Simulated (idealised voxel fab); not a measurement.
process module | voxel wiring stack
cross-section cut | 195 nm wide | cells 5 nm
A cross-section is a grid of square cells, given in bands from the top down. A band is one or more rows of cells.
Each band's line starts with the height of the band's top and of its bottom, in nm. Then come its materials from left to right, each with its width in nm. One material with "throughout" fills the band from edge to edge. "air" is empty space.
Height 0 is the level under which the wafer as received is all one material. The lowest band goes on downwards, as in "0 down".
A width such as "30 to 40" changes by the same amount from each row of cells to the next, from the band's top row to its bottom row.
"no change" after a step means that no cell of the cross-section changed.
closed voids: empty space of 8 cells or more with no open way to the top, each as width x height at its distance from the left edge, in nm
after a step's settings: what the simulator itself notes on the step
overlay nm, on a step with a mask: how far to the right of its planned place the mask lay; to the left if negative
plan
1 op RECEIVE | material Si
2 op CONFORMAL_DEP | material SiO2 | thk nm 15
3 op CONFORMAL_DEP | material SiCN | thk nm 5
4 op DIRECTIONAL_DEP | material lowk | thk nm 20
5 op MASKED_ETCH | tone open | mask id METAL_1 | width nm 25 | pitch nm 40 | etch materials lowk | depth nm 20 | overlay nm 0
6 op MASKED_ETCH | tone open | mask id METAL_1 | width nm 25 | pitch nm 40 | etch materials SiCN | depth nm 5 | overlay nm 0
7 op CONFORMAL_DEP | material TiN | thk nm 5
8 op FILL_DEP | material Cu | thk nm 10
9 op CMP | height nm 40
10 op EPI | material Ru | thk nm 5
11 op FILL_DEP | material SiCN | thk nm 5
12 op DIRECTIONAL_DEP | material lowk | thk nm 25
13 op DIRECTIONAL_DEP | material aC | thk nm 15
14 op PATTERN | tone open | mask id METAL_2 | material resist | width nm 25 | pitch nm 40 | thk nm 35 | overlay nm 0
15 op DIRECTIONAL_ETCH | etch materials aC | depth nm 15
16 op STRIP | etch materials resist
17 op DIRECTIONAL_ETCH | etch materials lowk | depth nm 15
18 op STRIP | etch materials aC
19 op PATTERN | tone open | mask id METAL_2_HOLES | material resist | width nm 15 | pitch nm 40 | thk nm 20 | overlay nm 0
20 op DIRECTIONAL_ETCH | etch materials lowk | depth nm 10
21 op DIRECTIONAL_ETCH | etch materials SiCN | depth nm 5
22 op STRIP | etch materials resist
23 op CONFORMAL_DEP | material TiN | thk nm 5
24 op FILL_DEP | material Cu | thk nm 10
25 op CMP | height nm 75
26 op CONFORMAL_DEP | material SiCN | thk nm 5
first wafer, as planned
as received, after step 1
  0 down: Si throughout
  closed voids: none
after step 2
  15 to 0: SiO2 throughout
  below 0: unchanged
after step 3
  20 to 15: SiCN throughout
  below 15: unchanged
after step 4
  40 to 20: lowk throughout
  below 20: unchanged
after step 5
  40 to 20: lowk 65 | air 25 | lowk 15 | air 25 | lowk 65
  below 20: unchanged
after step 6
  40 to 20: lowk 65 | air 25 | lowk 15 | air 25 | lowk 65
  20 to 15: SiCN 65 | air 25 | SiCN 15 | air 25 | SiCN 65
  below 15: unchanged
after step 7
  45 to 40: TiN 70 | air 15 | TiN 25 | air 15 | TiN 70
  40 to 20: lowk 65 | TiN 5 | air 15 | TiN 5 | lowk 15 | TiN 5 | air 15 | TiN 5 | lowk 65
  20 to 15: SiCN 65 | TiN 25 | SiCN 15 | TiN 25 | SiCN 65
  below 15: unchanged
after step 8
  55 to 45: Cu throughout
  45 to 40: TiN 70 | Cu 15 | TiN 25 | Cu 15 | TiN 70
  40 to 20: lowk 65 | TiN 5 | Cu 15 | TiN 5 | lowk 15 | TiN 5 | Cu 15 | TiN 5 | lowk 65
  below 20: unchanged
after step 9
  40 to 20: lowk 65 | TiN 5 | Cu 15 | TiN 5 | lowk 15 | TiN 5 | Cu 15 | TiN 5 | lowk 65
  below 20: unchanged
after step 10
  45 to 40: air 60 | Ru 35 | air 5 | Ru 35 | air 60
  below 40: unchanged
after step 11
  50 to 45: SiCN throughout
  45 to 40: SiCN 60 | Ru 35 | SiCN 5 | Ru 35 | SiCN 60
  below 40: unchanged
after step 12
  75 to 50: lowk throughout
  below 50: unchanged
after step 13
  90 to 75: aC throughout
  below 75: unchanged
after step 14
  125 to 90: resist 65 | air 25 | resist 15 | air 25 | resist 65
  below 90: unchanged
after step 15
  110 to 90: resist 65 | air 25 | resist 15 | air 25 | resist 65
  90 to 75: aC 65 | air 25 | aC 15 | air 25 | aC 65
  below 75: unchanged
after step 16
  90 to 75: aC 65 | air 25 | aC 15 | air 25 | aC 65
  below 75: unchanged
after step 17
  90 to 75: aC 65 | air 25 | aC 15 | air 25 | aC 65
  75 to 60: lowk 65 | air 25 | lowk 15 | air 25 | lowk 65
  below 60: unchanged
after step 18
  75 to 60: lowk 65 | air 25 | lowk 15 | air 25 | lowk 65
  below 60: unchanged
after step 19
  95 to 75: resist 65 | air 15 | resist 25 | air 15 | resist 75
  75 to 60: lowk 65 | air 15 | resist 10 | lowk 15 | air 15 | resist 10 | lowk 65
  below 60: unchanged
after step 20
  95 to 75: resist 65 | air 15 | resist 25 | air 15 | resist 75
  75 to 60: lowk 65 | air 15 | resist 10 | lowk 15 | air 15 | resist 10 | lowk 65
  60 to 50: lowk 65 | air 15 | lowk 25 | air 15 | lowk 75
  below 50: unchanged
after step 21
  95 to 75: resist 65 | air 15 | resist 25 | air 15 | resist 75
  75 to 60: lowk 65 | air 15 | resist 10 | lowk 15 | air 15 | resist 10 | lowk 65
  60 to 50: lowk 65 | air 15 | lowk 25 | air 15 | lowk 75
  50 to 45: SiCN 65 | air 15 | SiCN 25 | air 15 | SiCN 75
  below 45: unchanged
after step 22
  75 to 60: lowk 65 | air 25 | lowk 15 | air 25 | lowk 65
  below 60: unchanged
after step 23
  80 to 75: TiN 70 | air 15 | TiN 25 | air 15 | TiN 70
  75 to 65: lowk 65 | TiN 5 | air 15 | TiN 5 | lowk 15 | TiN 5 | air 15 | TiN 5 | lowk 65
  65 to 60: lowk 65 | TiN 5 | air 5 | TiN 15 | lowk 15 | TiN 5 | air 5 | TiN 15 | lowk 65
  60 to 50: lowk 65 | TiN 5 | air 5 | TiN 5 | lowk 25 | TiN 5 | air 5 | TiN 5 | lowk 75
  50 to 45: SiCN 65 | TiN 15 | SiCN 25 | TiN 15 | SiCN 75
  below 45: unchanged
after step 24
  90 to 80: Cu throughout
  80 to 75: TiN 70 | Cu 15 | TiN 25 | Cu 15 | TiN 70
  75 to 65: lowk 65 | TiN 5 | Cu 15 | TiN 5 | lowk 15 | TiN 5 | Cu 15 | TiN 5 | lowk 65
  65 to 60: lowk 65 | TiN 5 | Cu 5 | TiN 15 | lowk 15 | TiN 5 | Cu 5 | TiN 15 | lowk 65
  60 to 50: lowk 65 | TiN 5 | Cu 5 | TiN 5 | lowk 25 | TiN 5 | Cu 5 | TiN 5 | lowk 75
  below 50: unchanged
after step 25
  75 to 65: lowk 65 | TiN 5 | Cu 15 | TiN 5 | lowk 15 | TiN 5 | Cu 15 | TiN 5 | lowk 65
  below 65: unchanged
after step 26
  80 to 75: SiCN throughout
  below 75: unchanged
second wafer: like start, like plan, one mistake. Through step 2 it matches the first wafer
when step 3 should have ended
  20 to 0: SiO2 throughout
  below 0: unchanged
when step 4 should have ended
  40 to 20: lowk throughout
  below 20: unchanged
when step 5 should have ended
  40 to 20: lowk 65 | air 25 | lowk 15 | air 25 | lowk 65
  below 20: unchanged
when step 6 should have ended: no change
when step 7 should have ended
  45 to 40: TiN 70 | air 15 | TiN 25 | air 15 | TiN 70
  40 to 25: lowk 65 | TiN 5 | air 15 | TiN 5 | lowk 15 | TiN 5 | air 15 | TiN 5 | lowk 65
  25 to 20: lowk 65 | TiN 25 | lowk 15 | TiN 25 | lowk 65
  below 20: unchanged
when step 8 should have ended
  55 to 45: Cu throughout
  45 to 40: TiN 70 | Cu 15 | TiN 25 | Cu 15 | TiN 70
  40 to 25: lowk 65 | TiN 5 | Cu 15 | TiN 5 | lowk 15 | TiN 5 | Cu 15 | TiN 5 | lowk 65
  below 25: unchanged
when step 9 should have ended
  40 to 25: lowk 65 | TiN 5 | Cu 15 | TiN 5 | lowk 15 | TiN 5 | Cu 15 | TiN 5 | lowk 65
  below 25: unchanged
when step 10 should have ended
  45 to 40: air 60 | Ru 35 | air 5 | Ru 35 | air 60
  below 40: unchanged
when step 11 should have ended
  50 to 45: SiCN throughout
  45 to 40: SiCN 60 | Ru 35 | SiCN 5 | Ru 35 | SiCN 60
  below 40: unchanged
when step 12 should have ended
  75 to 50: lowk throughout
  below 50: unchanged
when step 13 should have ended
  90 to 75: aC throughout
  below 75: unchanged
when step 14 should have ended
  125 to 90: resist 65 | air 25 | resist 15 | air 25 | resist 65
  below 90: unchanged
when step 15 should have ended
  110 to 90: resist 65 | air 25 | resist 15 | air 25 | resist 65
  90 to 75: aC 65 | air 25 | aC 15 | air 25 | aC 65
  below 75: unchanged
when step 16 should have ended
  90 to 75: aC 65 | air 25 | aC 15 | air 25 | aC 65
  below 75: unchanged
when step 17 should have ended
  90 to 75: aC 65 | air 25 | aC 15 | air 25 | aC 65
  75 to 60: lowk 65 | air 25 | lowk 15 | air 25 | lowk 65
  below 60: unchanged
when step 18 should have ended
  75 to 60: lowk 65 | air 25 | lowk 15 | air 25 | lowk 65
  below 60: unchanged
when step 19 should have ended
  95 to 75: resist 65 | air 15 | resist 25 | air 15 | resist 75
  75 to 60: lowk 65 | air 15 | resist 10 | lowk 15 | air 15 | resist 10 | lowk 65
  below 60: unchanged
when step 20 should have ended
  95 to 75: resist 65 | air 15 | resist 25 | air 15 | resist 75
  75 to 60: lowk 65 | air 15 | resist 10 | lowk 15 | air 15 | resist 10 | lowk 65
  60 to 50: lowk 65 | air 15 | lowk 25 | air 15 | lowk 75
  below 50: unchanged
when step 21 should have ended
  95 to 75: resist 65 | air 15 | resist 25 | air 15 | resist 75
  75 to 60: lowk 65 | air 15 | resist 10 | lowk 15 | air 15 | resist 10 | lowk 65
  60 to 50: lowk 65 | air 15 | lowk 25 | air 15 | lowk 75
  50 to 45: SiCN 65 | air 15 | SiCN 25 | air 15 | SiCN 75
  below 45: unchanged
when step 22 should have ended
  75 to 60: lowk 65 | air 25 | lowk 15 | air 25 | lowk 65
  below 60: unchanged
when step 23 should have ended
  80 to 75: TiN 70 | air 15 | TiN 25 | air 15 | TiN 70
  75 to 65: lowk 65 | TiN 5 | air 15 | TiN 5 | lowk 15 | TiN 5 | air 15 | TiN 5 | lowk 65
  65 to 60: lowk 65 | TiN 5 | air 5 | TiN 15 | lowk 15 | TiN 5 | air 5 | TiN 15 | lowk 65
  60 to 50: lowk 65 | TiN 5 | air 5 | TiN 5 | lowk 25 | TiN 5 | air 5 | TiN 5 | lowk 75
  50 to 45: SiCN 65 | TiN 15 | SiCN 25 | TiN 15 | SiCN 75
  below 45: unchanged
when step 24 should have ended
  90 to 80: Cu throughout
  80 to 75: TiN 70 | Cu 15 | TiN 25 | Cu 15 | TiN 70
  75 to 65: lowk 65 | TiN 5 | Cu 15 | TiN 5 | lowk 15 | TiN 5 | Cu 15 | TiN 5 | lowk 65
  65 to 60: lowk 65 | TiN 5 | Cu 5 | TiN 15 | lowk 15 | TiN 5 | Cu 5 | TiN 15 | lowk 65
  60 to 50: lowk 65 | TiN 5 | Cu 5 | TiN 5 | lowk 25 | TiN 5 | Cu 5 | TiN 5 | lowk 75
  below 50: unchanged
when step 25 should have ended
  75 to 65: lowk 65 | TiN 5 | Cu 15 | TiN 5 | lowk 15 | TiN 5 | Cu 15 | TiN 5 | lowk 65
  below 65: unchanged
when step 26 should have ended
  80 to 75: SiCN throughout
  below 75: unchanged
what went wrong: step 3 ran as: op CONFORMAL_DEP | material SiO2 | thk nm 5
at the end the second wafer has, in cells: 6 fewer of Cu | 29 fewer of SiCN | 39 more of SiO2 | 4 fewer of TiN
